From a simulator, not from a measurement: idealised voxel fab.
The name of this process module is voxel capacitor over wiring.
Displayed cross-section: cut, width of 275 nm, square cells sized 5 nm.
Square cells in a grid make up a cross-section in this document, and the grid is given as bands, listed from the top down, each one or more rows of cells. This entry defines a band. It first specifies the height of the band's top and the height of its bottom in nm, and then specifies the band's materials from left to right, stating each material with its width in nm. The word "edge to edge" identifies a single material that fills the band from edge to edge, while the word "air" identifies empty space. For the purposes of this specification, 0 denotes the height below which the wafer in its as-received condition is composed wholly of one material, and the lowermost band, lacking a lower limit, extends downward without end, as expressed in "0 -> down". Graded width ("30..40"): value in top row of band = first number; value in bottom row = second number; row-to-row change constant. "nothing altered" (step): cross-section cells unchanged, all of them. Listed in "Closed cavities": every empty space of 8 or more cells without an open way to the top. Form: width x height at distance, the distance being from the left edge, all in nm. Where a step's line continues beyond its settings, the continuation is a remark by the simulator itself on that step. overlay nm: mask right of planned place by this much (step with mask). Neg. = left.
STEPS PLANNED FOR THE PROCESS
1 RECEIVE, material Si
2 CONFORMAL_DEP, material SiO2, thk nm 10
3 DIRECTIONAL_DEP, material TiN, thk nm 5
4 DIRECTIONAL_DEP, material Ru, thk nm 15
5 DIRECTIONAL_DEP, material aC, thk nm 10
6 PATTERN, tone cover, mask id METAL_1, material resist, width nm 25, pitch nm 85, thk nm 30, overlay nm 0
7 DIRECTIONAL_ETCH, etch materials aC, depth nm 10
8 STRIP, etch materials resist
9 DIRECTIONAL_ETCH, etch materials Ru, depth nm 15
10 DIRECTIONAL_ETCH, etch materials TiN, depth nm 5
11 STRIP, etch materials aC
12 CONFORMAL_DEP, material SiN, thk nm 5
13 FILL_DEP, material lowk, thk nm 5
14 CMP, height nm 30
15 CONFORMAL_DEP, material SiCN, thk nm 5
16 DIRECTIONAL_DEP, material lowk, thk nm 20
17 PATTERN, tone open, mask id PLUG_1, material resist, width nm 15, thk nm 15, overlay nm 0
18 DIRECTIONAL_ETCH, etch materials lowk, depth nm 20
19 DIRECTIONAL_ETCH, etch materials SiCN, depth nm 5
20 STRIP, etch materials resist
21 EPI, material Ru, thk nm 10
22 EPI, material Ru, thk nm 10
23 EPI, material Ru, thk nm 5
24 DIRECTIONAL_DEP, material TiN, thk nm 5
25 DIRECTIONAL_DEP, material Al2O3, thk nm 5
26 DIRECTIONAL_DEP, material TiN, thk nm 5
27 PATTERN, tone cover, mask id UPPER_PLATE, material resist, width nm 65, thk nm 20, overlay nm 0
28 DIRECTIONAL_ETCH, etch materials TiN, depth nm 5
29 DIRECTIONAL_ETCH, etch materials Al2O3, depth nm 5
30 STRIP, etch materials resist
31 PATTERN, tone cover, mask id LOWER_PLATE, material resist, width nm 75, thk nm 20, overlay nm 0
32 DIRECTIONAL_ETCH, etch materials TiN, depth nm 5
33 STRIP, etch materials resist
34 FILL_DEP, material SiO2, thk nm 20
35 CMP, height nm 85
36 PATTERN, tone open, mask id PLUG_2, material resist, width nm 15, thk nm 20, overlay nm 0
37 DIRECTIONAL_ETCH, etch materials SiO2, depth nm 15
38 STRIP, etch materials resist
39 CONFORMAL_DEP, material TiN, thk nm 5
40 FILL_DEP, material W, thk nm 5
41 CMP, height nm 85
42 CONFORMAL_DEP, material SiCN, thk nm 5
CROSS-SECTION: WAFER ON ARRIVAL = AFTER STEP 1
> 0 -> down: Si edge to edge
> Closed cavities: none
WAFER AT MODULE END, IN SECTION. BEGAN AS ABOVE, PLANNED AS ABOVE, RUN WITH ONE MISTAKE
> 90 -> 85: SiCN edge to edge
> 85 -> 75: SiO2: 100; TiN: 5; W: 5; TiN: 5; SiO2: 160
> 75 -> 65: SiO2: 100..90; TiN: 15..65; SiO2: 160..120
> 65 -> 60: SiO2: 90; Al2O3: 65; SiO2: 120
> 60 -> 55: SiO2: 85; TiN: 75; SiO2: 115
> 55 -> 35: lowk: 90; Ru: 15; lowk: 170
> 35 -> 30: SiCN: 90; Ru: 15; SiCN: 170
> 30 -> 15: SiO2: 75; SiN: 5; Ru: 25; SiN: 5; SiO2: 50; SiN: 5; Ru: 25; SiN: 5; SiO2: 80
> 15 -> 10: SiN: 80; TiN: 25; SiN: 60; TiN: 25; SiN: 85
> 10 -> 0: SiO2 edge to edge
> 0 -> down: Si edge to edge
> Closed cavities: none
Where did the run depart from the plan? rather than as planned, step 13 actually ran as FILL_DEP, material SiO2, thk nm 5
